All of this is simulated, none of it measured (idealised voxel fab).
Presented below is a process module, voxel released beams.
We display cut, a cross-section 285 nm in width whose square cells are each 5 nm.
How to read a cross-section here: the picture is a grid of square cells, written as bands going from the top down, and any band can span one or more rows of cells.
Look at the band entry: it leads with the top's height and the bottom's height in nm. Then it lists the materials left to right, with a width in nm for each. The word "full width" on a single material says that material fills the band edge to edge. The word "blank" is empty space.
The reference from which all heights are counted is 0, the level beneath which the as-received wafer is entirely one material; the lowest band, having no lower bound, proceeds downward and is written after the example "0 nm and below".
Top row gets the first number, bottom row gets the second, and each row in between changes by the same step: that is how a band width like "30->40" works.
Step marked "remains unaltered"? Then no cell in the cross-section changed in it.
If an empty space has no open way to the top and is at least 8 cells in size, "Sealed internal cavities" lists it, written width x height at distance, where distance is measured from the left edge and every value is in nm.
after a step's settings: what the simulator itself notes on the step
overlay nm: right-of-plan distance of the mask on a masked step; negative values mean left-of-plan.

Planned process steps
1,RECEIVE, material Si
2,CONFORMAL_DEP, material SiN, thk nm 10
3,DIRECTIONAL_DEP, material SiO2, thk nm 10
4,MASKED_ETCH, tone open, mask id ANCHOR, width nm 30, etch materials SiO2, depth nm 10, overlay nm 0
5,CONFORMAL_DEP, material polySi, thk nm 10
6,DIRECTIONAL_DEP, material aC, thk nm 15
7,PATTERN, tone cover, mask id BEAM, material resist, width nm 110, thk nm 30, overlay nm 0
8,DIRECTIONAL_ETCH, etch materials aC, depth nm 15
9,STRIP, etch materials resist
10,DIRECTIONAL_ETCH, etch materials polySi, depth nm 10
11,STRIP, etch materials aC
12,STRIP, etch materials SiO2

Cross-section of the wafer upon arrival, representing the state reached after step 1
0 nm and below = Si full width
Sealed internal cavities: none

The module was run from the start shown above using the plan shown above, but one mistake was made doing it; the resulting wafer cross-section is below
30 nm to 20 nm = 90 blank / 10 polySi / 10 blank / 80 polySi / 95 blank
20 nm to 10 nm = 90 blank / 30 polySi / 165 blank
10 nm to 0 nm = SiN full width
0 nm and below = Si full width
Sealed internal cavities: none
Where did the run depart from the plan? contrary to plan, step 7 was performed as PATTERN, tone cover, mask id BEAM, material resist, width nm 100, thk nm 30, overlay nm 0
